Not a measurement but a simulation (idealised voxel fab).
Process module under the name voxel gate over fins
The cross-section on display is named cut; it measures 235 nm wide, and its cells are 5 nm squares.
How to read a cross-section here: the picture is a grid of square cells, written as bands going from the top down, and any band can span one or more rows of cells. Top, bottom (nm), then materials left to right with widths (nm); lone material tagged "everywhere" fills the whole band edge to edge; "blank" = empty space. Heights are measured from 0, the level below which the as-received wafer is all one material; the lowest band has no bottom and continues downward, written as in "0 nm and below". Read "30 to 40" as a graded width: first number on top, second number at the bottom, same change between each pair of neighbouring rows. "same as before" after a step means that no cell of the cross-section changed. The label "Entrapped void list" introduces a list of the empty spaces, 8 cells or larger, that have no open way up to the top; each entry in it reads width x height at distance, where the distance is taken from the left edge and all three are stated in nm. Text after the settings on a step's line: the simulator's own remark on that step. The "overlay nm" setting may appear on a step's line; for a step that uses a mask, it gives how far to the right of its planned position the mask lay, and a negative value indicates the left.

## Steps in the process plan
1. RECEIVE | material Si
2. CONFORMAL_DEP | material SiN | thk nm 10
3. PATTERN | tone cover | mask id FINS | material resist | width nm 15 | pitch nm 55 | thk nm 15 | overlay nm 0
4. DIRECTIONAL_ETCH | etch materials SiN | depth nm 10
5. DIRECTIONAL_ETCH | etch materials Si | depth nm 40
6. STRIP | etch materials resist
7. OXIDIZE | depth nm 5
8. FILL_DEP | material SiO2 | thk nm 5
9. CMP | height nm 10
10. DIRECTIONAL_DEP | material aC | thk nm 15
11. PATTERN | tone open | mask id RAIL | material resist | width nm 15 | thk nm 30 | overlay nm 0
12. DIRECTIONAL_ETCH | etch materials aC | depth nm 15
13. STRIP | etch materials resist
14. DIRECTIONAL_ETCH | etch materials SiO2 | depth nm 45
15. STRIP | etch materials aC
16. CONFORMAL_DEP | material TiN | thk nm 5
17. FILL_DEP | material Ru | thk nm 10
18. CMP | height nm 10
19. SELECTIVE_ETCH | etch materials W Ru TiN | depth nm 30
20. FILL_DEP | material SiO2 | thk nm 5
21. CMP | height nm 10
22. SELECTIVE_ETCH | etch materials SiO2 | depth nm 25
23. STRIP | etch materials SiN
24. CONFORMAL_DEP | material HfO2 | thk nm 5
25. CONFORMAL_DEP | material TiN | thk nm 5
26. FILL_DEP | material W | thk nm 10
27. CMP | height nm 15
28. CONFORMAL_DEP | material SiN | thk nm 5
All wafers enter the flow in the same state. The thk nm at step 28 differs from wafer to wafer, and the plan gives the value for the first wafer.

## The as-received cross-section of the first of several wafers corresponds to the state after step 1
0 nm and below = Si everywhere
Entrapped void list: none

## Heads up, this table goes wafer by wafer. A row tells you, at the end of the module, how many cells of each material that wafer has put on (+) or dropped (-) since it was received, and then its closed voids
thk nm 5, +65 HfO2, +2 Ru, -396 Si, +47 SiN, +255 SiO2, +72 TiN, +143 W, Entrapped void list: none
thk nm 10, +65 HfO2, +2 Ru, -396 Si, +94 SiN, +255 SiO2, +72 TiN, +143 W, Entrapped void list: none
thk nm 15, +65 HfO2, +2 Ru, -396 Si, +141 SiN, +255 SiO2, +72 TiN, +143 W, Entrapped void list: none
thk nm 20, +65 HfO2, +2 Ru, -396 Si, +188 SiN, +255 SiO2, +72 TiN, +143 W, Entrapped void list: none
thk nm 25, +65 HfO2, +2 Ru, -396 Si, +235 SiN, +255 SiO2, +72 TiN, +143 W, Entrapped void list: none
